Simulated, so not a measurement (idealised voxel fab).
You're looking at the process module voxel air gaps.
Square cells of 5 nm make up the cross-section cut, whose width is 265 nm.
Notation: cross-section as square-cell grid; stated in bands, top first, going down; one or more cell rows per band.
In this notation a band is specified by the heights of its top and bottom, in that order and in nm, after which its materials appear from left to right, each paired with its width in nm. The word "edge to edge" attached to a single material means that material fills the band from edge to edge; the word "blank" stands for empty space.
Beneath 0, the wafer as received is one material, and that level is where height counting begins. The lowest band goes on downward without a bottom; it is written like "top 0, no bottom".
The two numbers in a width such as "30 to 40" mark its ends across the band: the first belongs to the top row of cells, the second to the bottom row, and from each row to the next the width moves by the same amount.
"nothing changed" (step): cross-section cells unchanged, all of them.
"Catalogued sealed voids": sealed empty spaces, 8 cells or more, no open way to top, listed width x height at distance, with distance from the left edge and width, height and distance in nm.
after a step's settings: what the simulator itself notes on the step
On any step carrying a mask, the "overlay nm" setting, if present on the step's line, tells how far right of its planned place the mask lay; negative values point to the left.

The planned process steps are enumerated hereunder
| 1 | RECEIVE | material Si |
| 2 | CONFORMAL_DEP | material SiO2 | thk nm 15 |
| 3 | CONFORMAL_DEP | material SiN | thk nm 5 |
| 4 | DIRECTIONAL_DEP | material SiO2 | thk nm 40 |
| 5 | DIRECTIONAL_DEP | material aC | thk nm 15 |
| 6 | PATTERN | tone open | mask id LINES | material resist | width nm 25 | pitch nm 55 | thk nm 35 | overlay nm 0 |
| 7 | DIRECTIONAL_ETCH | etch materials aC | depth nm 15 |
| 8 | STRIP | etch materials resist |
| 9 | DIRECTIONAL_ETCH | etch materials SiO2 | depth nm 40 |
| 10 | STRIP | etch materials aC |
| 11 | CONFORMAL_DEP | material TiN | thk nm 5 |
| 12 | FILL_DEP | material W | thk nm 10 |
| 13 | CMP | height nm 60 |
| 14 | EPI | material Ru | thk nm 10 |
| 15 | SELECTIVE_ETCH | etch materials SiO2 | depth nm 50 |
| 16 | CONFORMAL_DEP | material SiCN | thk nm 5 |

Concerning the first of two wafers, which was run in accordance with the plan

Shown in cross-section is the wafer as received, that is, as it stands after step 1
* top 0, no bottom: Si edge to edge
* Catalogued sealed voids: none

How the wafer stands in section after step 2
* top 15, bottom 0: SiO2 edge to edge
* Everything below 0 is unchanged.

How the wafer stands in section after step 3
* top 20, bottom 15: SiN edge to edge
* Everything below 15 is unchanged.

How the wafer stands in section after step 4
* top 60, bottom 20: SiO2 edge to edge
* Everything below 20 is unchanged.

How the wafer stands in section after step 5
* top 75, bottom 60: aC edge to edge
* Everything below 60 is unchanged.

How the wafer stands in section after step 6
* top 110, bottom 75: 35 of resist, then 25 of blank, then 30 of resist, then 25 of blank, then 30 of resist, then 25 of blank, then 30 of resist, then 25 of blank, then 40 of resist
* Everything below 75 is unchanged.

How the wafer stands in section after step 7
* top 95, bottom 75: 35 of resist, then 25 of blank, then 30 of resist, then 25 of blank, then 30 of resist, then 25 of blank, then 30 of resist, then 25 of blank, then 40 of resist
* top 75, bottom 60: 35 of aC, then 25 of blank, then 30 of aC, then 25 of blank, then 30 of aC, then 25 of blank, then 30 of aC, then 25 of blank, then 40 of aC
* Everything below 60 is unchanged.

How the wafer stands in section after step 8
* top 75, bottom 60: 35 of aC, then 25 of blank, then 30 of aC, then 25 of blank, then 30 of aC, then 25 of blank, then 30 of aC, then 25 of blank, then 40 of aC
* Everything below 60 is unchanged.

How the wafer stands in section after step 9
* top 75, bottom 60: 35 of aC, then 25 of blank, then 30 of aC, then 25 of blank, then 30 of aC, then 25 of blank, then 30 of aC, then 25 of blank, then 40 of aC
* top 60, bottom 20: 35 of SiO2, then 25 of blank, then 30 of SiO2, then 25 of blank, then 30 of SiO2, then 25 of blank, then 30 of SiO2, then 25 of blank, then 40 of SiO2
* Everything below 20 is unchanged.

How the wafer stands in section after step 10
* top 60, bottom 20: 35 of SiO2, then 25 of blank, then 30 of SiO2, then 25 of blank, then 30 of SiO2, then 25 of blank, then 30 of SiO2, then 25 of blank, then 40 of SiO2
* Everything below 20 is unchanged.

How the wafer stands in section after step 11
* top 65, bottom 60: 40 of TiN, then 15 of blank, then 40 of TiN, then 15 of blank, then 40 of TiN, then 15 of blank, then 40 of TiN, then 15 of blank, then 45 of TiN
* top 60, bottom 25: 35 of SiO2, then 5 of TiN, then 15 of blank, then 5 of TiN, then 30 of SiO2, then 5 of TiN, then 15 of blank, then 5 of TiN, then 30 of SiO2, then 5 of TiN, then 15 of blank, then 5 of TiN, then 30 of SiO2, then 5 of TiN, then 15 of blank, then 5 of TiN, then 40 of SiO2
* top 25, bottom 20: 35 of SiO2, then 25 of TiN, then 30 of SiO2, then 25 of TiN, then 30 of SiO2, then 25 of TiN, then 30 of SiO2, then 25 of TiN, then 40 of SiO2
* Everything below 20 is unchanged.

How the wafer stands in section after step 12
* top 75, bottom 65: W edge to edge
* top 65, bottom 60: 40 of TiN, then 15 of W, then 40 of TiN, then 15 of W, then 40 of TiN, then 15 of W, then 40 of TiN, then 15 of W, then 45 of TiN
* top 60, bottom 25: 35 of SiO2, then 5 of TiN, then 15 of W, then 5 of TiN, then 30 of SiO2, then 5 of TiN, then 15 of W, then 5 of TiN, then 30 of SiO2, then 5 of TiN, then 15 of W, then 5 of TiN, then 30 of SiO2, then 5 of TiN, then 15 of W, then 5 of TiN, then 40 of SiO2
* Everything below 25 is unchanged.

How the wafer stands in section after step 13
* top 60, bottom 25: 35 of SiO2, then 5 of TiN, then 15 of W, then 5 of TiN, then 30 of SiO2, then 5 of TiN, then 15 of W, then 5 of TiN, then 30 of SiO2, then 5 of TiN, then 15 of W, then 5 of TiN, then 30 of SiO2, then 5 of TiN, then 15 of W, then 5 of TiN, then 40 of SiO2
* Everything below 25 is unchanged.

How the wafer stands in section after step 14
* top 70, bottom 60: 25 of blank, then 45 of Ru, then 10 of blank, then 45 of Ru, then 10 of blank, then 45 of Ru, then 10 of blank, then 45 of Ru, then 30 of blank
* Everything below 60 is unchanged.

How the wafer stands in section after step 15
* top 70, bottom 60: 25 of blank, then 45 of Ru, then 10 of blank, then 45 of Ru, then 10 of blank, then 45 of Ru, then 10 of blank, then 45 of Ru, then 30 of blank
* top 60, bottom 25: 35 of blank, then 5 of TiN, then 15 of W, then 5 of TiN, then 30 of blank, then 5 of TiN, then 15 of W, then 5 of TiN, then 30 of blank, then 5 of TiN, then 15 of W, then 5 of TiN, then 30 of blank, then 5 of TiN, then 15 of W, then 5 of TiN, then 40 of blank
* top 25, bottom 20: 35 of blank, then 25 of TiN, then 30 of blank, then 25 of TiN, then 30 of blank, then 25 of TiN, then 30 of blank, then 25 of TiN, then 40 of blank
* Everything below 20 is unchanged.

How the wafer stands in section after step 16
* top 75, bottom 70: 20 of blank, then 220 of SiCN, then 25 of blank
* top 70, bottom 60: 20 of blank, then 5 of SiCN, then 45 of Ru, then 10 of SiCN, then 45 of Ru, then 10 of SiCN, then 45 of Ru, then 10 of SiCN, then 45 of Ru, then 5 of SiCN, then 25 of blank
* top 60, bottom 55: 20 of blank, then 15 of SiCN, then 5 of TiN, then 15 of W, then 5 of TiN, then 30 of SiCN, then 5 of TiN, then 15 of W, then 5 of TiN, then 30 of SiCN, then 5 of TiN, then 15 of W, then 5 of TiN, then 30 of SiCN, then 5 of TiN, then 15 of W, then 5 of TiN, then 15 of SiCN, then 25 of blank
* top 55, bottom 25: 30 of blank, then 5 of SiCN, then 5 of TiN, then 15 of W, then 5 of TiN, then 5 of SiCN, then 20 of blank, then 5 of SiCN, then 5 of TiN, then 15 of W, then 5 of TiN, then 5 of SiCN, then 20 of blank, then 5 of SiCN, then 5 of TiN, then 15 of W, then 5 of TiN, then 5 of SiCN, then 20 of blank, then 5 of SiCN, then 5 of TiN, then 15 of W, then 5 of TiN, then 5 of SiCN, then 35 of blank
* top 25, bottom 20: 35 of SiCN, then 25 of TiN, then 30 of SiCN, then 25 of TiN, then 30 of SiCN, then 25 of TiN, then 30 of SiCN, then 25 of TiN, then 40 of SiCN
* Everything below 20 is unchanged.
* Catalogued sealed voids: 20 x 30 at 65; 20 x 30 at 120; 20 x 30 at 175

Wafer two. Identical start, identical plan. One mistake in execution. Identical history through step 2

What the second wafer looks like in cross-section when step 3 should have wrapped up
* top 20, bottom 0: SiO2 edge to edge
* Everything below 0 is unchanged.

What the second wafer looks like in cross-section when step 4 should have wrapped up
* top 60, bottom 0: SiO2 edge to edge
* Everything below 0 is unchanged.

What the second wafer looks like in cross-section when step 5 should have wrapped up
* top 75, bottom 60: aC edge to edge
* Everything below 60 is unchanged.

What the second wafer looks like in cross-section when step 6 should have wrapped up
* top 110, bottom 75: 35 of resist, then 25 of blank, then 30 of resist, then 25 of blank, then 30 of resist, then 25 of blank, then 30 of resist, then 25 of blank, then 40 of resist
* Everything below 75 is unchanged.

What the second wafer looks like in cross-section when step 7 should have wrapped up
* top 95, bottom 75: 35 of resist, then 25 of blank, then 30 of resist, then 25 of blank, then 30 of resist, then 25 of blank, then 30 of resist, then 25 of blank, then 40 of resist
* top 75, bottom 60: 35 of aC, then 25 of blank, then 30 of aC, then 25 of blank, then 30 of aC, then 25 of blank, then 30 of aC, then 25 of blank, then 40 of aC
* Everything below 60 is unchanged.

What the second wafer looks like in cross-section when step 8 should have wrapped up
* top 75, bottom 60: 35 of aC, then 25 of blank, then 30 of aC, then 25 of blank, then 30 of aC, then 25 of blank, then 30 of aC, then 25 of blank, then 40 of aC
* Everything below 60 is unchanged.

What the second wafer looks like in cross-section when step 9 should have wrapped up
* top 75, bottom 60: 35 of aC, then 25 of blank, then 30 of aC, then 25 of blank, then 30 of aC, then 25 of blank, then 30 of aC, then 25 of blank, then 40 of aC
* top 60, bottom 20: 35 of SiO2, then 25 of blank, then 30 of SiO2, then 25 of blank, then 30 of SiO2, then 25 of blank, then 30 of SiO2, then 25 of blank, then 40 of SiO2
* Everything below 20 is unchanged.

What the second wafer looks like in cross-section when step 10 should have wrapped up
* top 60, bottom 20: 35 of SiO2, then 25 of blank, then 30 of SiO2, then 25 of blank, then 30 of SiO2, then 25 of blank, then 30 of SiO2, then 25 of blank, then 40 of SiO2
* Everything below 20 is unchanged.

What the second wafer looks like in cross-section when step 11 should have wrapped up
* top 65, bottom 60: 40 of TiN, then 15 of blank, then 40 of TiN, then 15 of blank, then 40 of TiN, then 15 of blank, then 40 of TiN, then 15 of blank, then 45 of TiN
* top 60, bottom 25: 35 of SiO2, then 5 of TiN, then 15 of blank, then 5 of TiN, then 30 of SiO2, then 5 of TiN, then 15 of blank, then 5 of TiN, then 30 of SiO2, then 5 of TiN, then 15 of blank, then 5 of TiN, then 30 of SiO2, then 5 of TiN, then 15 of blank, then 5 of TiN, then 40 of SiO2
* top 25, bottom 20: 35 of SiO2, then 25 of TiN, then 30 of SiO2, then 25 of TiN, then 30 of SiO2, then 25 of TiN, then 30 of SiO2, then 25 of TiN, then 40 of SiO2
* Everything below 20 is unchanged.

What the second wafer looks like in cross-section when step 12 should have wrapped up
* top 75, bottom 65: W edge to edge
* top 65, bottom 60: 40 of TiN, then 15 of W, then 40 of TiN, then 15 of W, then 40 of TiN, then 15 of W, then 40 of TiN, then 15 of W, then 45 of TiN
* top 60, bottom 25: 35 of SiO2, then 5 of TiN, then 15 of W, then 5 of TiN, then 30 of SiO2, then 5 of TiN, then 15 of W, then 5 of TiN, then 30 of SiO2, then 5 of TiN, then 15 of W, then 5 of TiN, then 30 of SiO2, then 5 of TiN, then 15 of W, then 5 of TiN, then 40 of SiO2
* Everything below 25 is unchanged.

What the second wafer looks like in cross-section when step 13 should have wrapped up
* top 60, bottom 25: 35 of SiO2, then 5 of TiN, then 15 of W, then 5 of TiN, then 30 of SiO2, then 5 of TiN, then 15 of W, then 5 of TiN, then 30 of SiO2, then 5 of TiN, then 15 of W, then 5 of TiN, then 30 of SiO2, then 5 of TiN, then 15 of W, then 5 of TiN, then 40 of SiO2
* Everything below 25 is unchanged.

What the second wafer looks like in cross-section when step 14 should have wrapped up
* top 70, bottom 60: 25 of blank, then 45 of Ru, then 10 of blank, then 45 of Ru, then 10 of blank, then 45 of Ru, then 10 of blank, then 45 of Ru, then 30 of blank
* Everything below 60 is unchanged.

What the second wafer looks like in cross-section when step 15 should have wrapped up
* top 70, bottom 60: 25 of blank, then 45 of Ru, then 10 of blank, then 45 of Ru, then 10 of blank, then 45 of Ru, then 10 of blank, then 45 of Ru, then 30 of blank
* top 60, bottom 25: 35 of blank, then 5 of TiN, then 15 of W, then 5 of TiN, then 30 of blank, then 5 of TiN, then 15 of W, then 5 of TiN, then 30 of blank, then 5 of TiN, then 15 of W, then 5 of TiN, then 30 of blank, then 5 of TiN, then 15 of W, then 5 of TiN, then 40 of blank
* top 25, bottom 20: 35 of blank, then 25 of TiN, then 30 of blank, then 25 of TiN, then 30 of blank, then 25 of TiN, then 30 of blank, then 25 of TiN, then 40 of blank
* top 20, bottom 10: 45 of blank, then 5 of SiO2, then 50 of blank, then 5 of SiO2, then 50 of blank, then 5 of SiO2, then 50 of blank, then 5 of SiO2, then 50 of blank
* Everything below 10 is unchanged.

What the second wafer looks like in cross-section when step 16 should have wrapped up
* top 75, bottom 70: 20 of blank, then 220 of SiCN, then 25 of blank
* top 70, bottom 60: 20 of blank, then 5 of SiCN, then 45 of Ru, then 10 of SiCN, then 45 of Ru, then 10 of SiCN, then 45 of Ru, then 10 of SiCN, then 45 of Ru, then 5 of SiCN, then 25 of blank
* top 60, bottom 55: 20 of blank, then 15 of SiCN, then 5 of TiN, then 15 of W, then 5 of TiN, then 30 of SiCN, then 5 of TiN, then 15 of W, then 5 of TiN, then 30 of SiCN, then 5 of TiN, then 15 of W, then 5 of TiN, then 30 of SiCN, then 5 of TiN, then 15 of W, then 5 of TiN, then 15 of SiCN, then 25 of blank
* top 55, bottom 25: 30 of blank, then 5 of SiCN, then 5 of TiN, then 15 of W, then 5 of TiN, then 5 of SiCN, then 20 of blank, then 5 of SiCN, then 5 of TiN, then 15 of W, then 5 of TiN, then 5 of SiCN, then 20 of blank, then 5 of SiCN, then 5 of TiN, then 15 of W, then 5 of TiN, then 5 of SiCN, then 20 of blank, then 5 of SiCN, then 5 of TiN, then 15 of W, then 5 of TiN, then 5 of SiCN, then 35 of blank
* top 25, bottom 20: 30 of blank, then 5 of SiCN, then 25 of TiN, then 5 of SiCN, then 20 of blank, then 5 of SiCN, then 25 of TiN, then 5 of SiCN, then 20 of blank, then 5 of SiCN, then 25 of TiN, then 5 of SiCN, then 20 of blank, then 5 of SiCN, then 25 of TiN, then 5 of SiCN, then 35 of blank
* top 20, bottom 15: 30 of blank, then 15 of SiCN, then 5 of SiO2, then 15 of SiCN, then 20 of blank, then 15 of SiCN, then 5 of SiO2, then 15 of SiCN, then 20 of blank, then 15 of SiCN, then 5 of SiO2, then 15 of SiCN, then 20 of blank, then 15 of SiCN, then 5 of SiO2, then 15 of SiCN, then 35 of blank
* top 15, bottom 10: 45 of SiCN, then 5 of SiO2, then 50 of SiCN, then 5 of SiO2, then 50 of SiCN, then 5 of SiO2, then 50 of SiCN, then 5 of SiO2, then 50 of SiCN
* Everything below 10 is unchanged.
* Catalogued sealed voids: 20 x 40 at 65; 20 x 40 at 120; 20 x 40 at 175
Want to know what went wrong? so step 3 ended up running with a different setting than we planned, it ran as CONFORMAL_DEP | material SiO2 | thk nm 5
Final comparison by cell count, materials where the second wafer has more or fewer than the first: +48 SiCN | -53 SiN | -45 SiO2
